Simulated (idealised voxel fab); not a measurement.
The document below concerns the process module designated voxel ribs on slabs.
Cross-section cut spans 210 nm and uses square cells 5 nm in size.
Think of the cross-section as a grid of square cells. We describe it in bands, top to bottom, and each band covers one or more rows of those cells.
Quick guide to a band line: top height, bottom height (nm) up front; then every material left to right with its width in nm. Only one material and it's marked "everywhere"? Then it fills the band edge to edge. And "empty" just means empty space.
All heights in this document are referenced to 0, defined as the level beneath which the wafer, as received, consists entirely of one material. The lowest band is not bounded below; it extends indefinitely downward and is written in the form "0 down".
A two-number width, for instance "30->40", indicates that the width is equal to the first number in the top row of the band and to the second number in the bottom row, and that it changes by a constant amount per row of cells.
Step marked "no alterations made"? Then no cell in the cross-section changed in it.
"Closed void roster" contains a list of empty spaces, each no smaller than 8 cells and without an open way to the top, written in the form width x height at distance with the distance from the left edge and all three in nm.
The remark found on a step's line after its settings is issued by the simulator itself and pertains to that step.
overlay nm: mask right of planned place by this much (step with mask). Neg. = left.

# This section lists the process steps that were planned
1. RECEIVE: material Si
2. DIRECTIONAL_DEP: material SiO2, thk nm 25
3. DIRECTIONAL_DEP: material SiN, thk nm 25
4. DIRECTIONAL_DEP: material aC, thk nm 10
5. PATTERN: tone cover, mask id RIB, material resist, width nm 15, thk nm 25, overlay nm 0
6. DIRECTIONAL_ETCH: etch materials aC, depth nm 10
7. STRIP: etch materials resist
8. DIRECTIONAL_ETCH: etch materials SiN, depth nm 20
9. STRIP: etch materials aC
10. PATTERN: tone cover, mask id SLAB, material resist, width nm 45, thk nm 15, overlay nm 0
11. DIRECTIONAL_ETCH: etch materials SiN, depth nm 5
12. STRIP: etch materials resist
13. FILL_DEP: material SiO2, thk nm 20
14. CMP: height nm 60
15. DIRECTIONAL_DEP: material W, thk nm 10
16. MASKED_ETCH: tone cover, mask id HEATER, width nm 25, etch materials W, depth nm 10, overlay nm 0
17. CONFORMAL_DEP: material SiO2, thk nm 5

# Cross-sectional view of the wafer in its as-received condition, corresponding to the state after step 1
	0 down  Si everywhere
	Closed void roster: none

# Cross-section at module end, one run error; start and plan unchanged from above
	70 to 60  90 empty / 25 W / 95 empty
	60 to 50  SiO2 everywhere
	50 to 30  95 SiO2 / 15 SiN / 100 SiO2
	30 to 25  80 SiO2 / 45 SiN / 85 SiO2
	25 to 0  SiO2 everywhere
	0 down  Si everywhere
	Closed void roster: none
So what did we get wrong on this run? step 17 from the plan never happened, it was just skipped
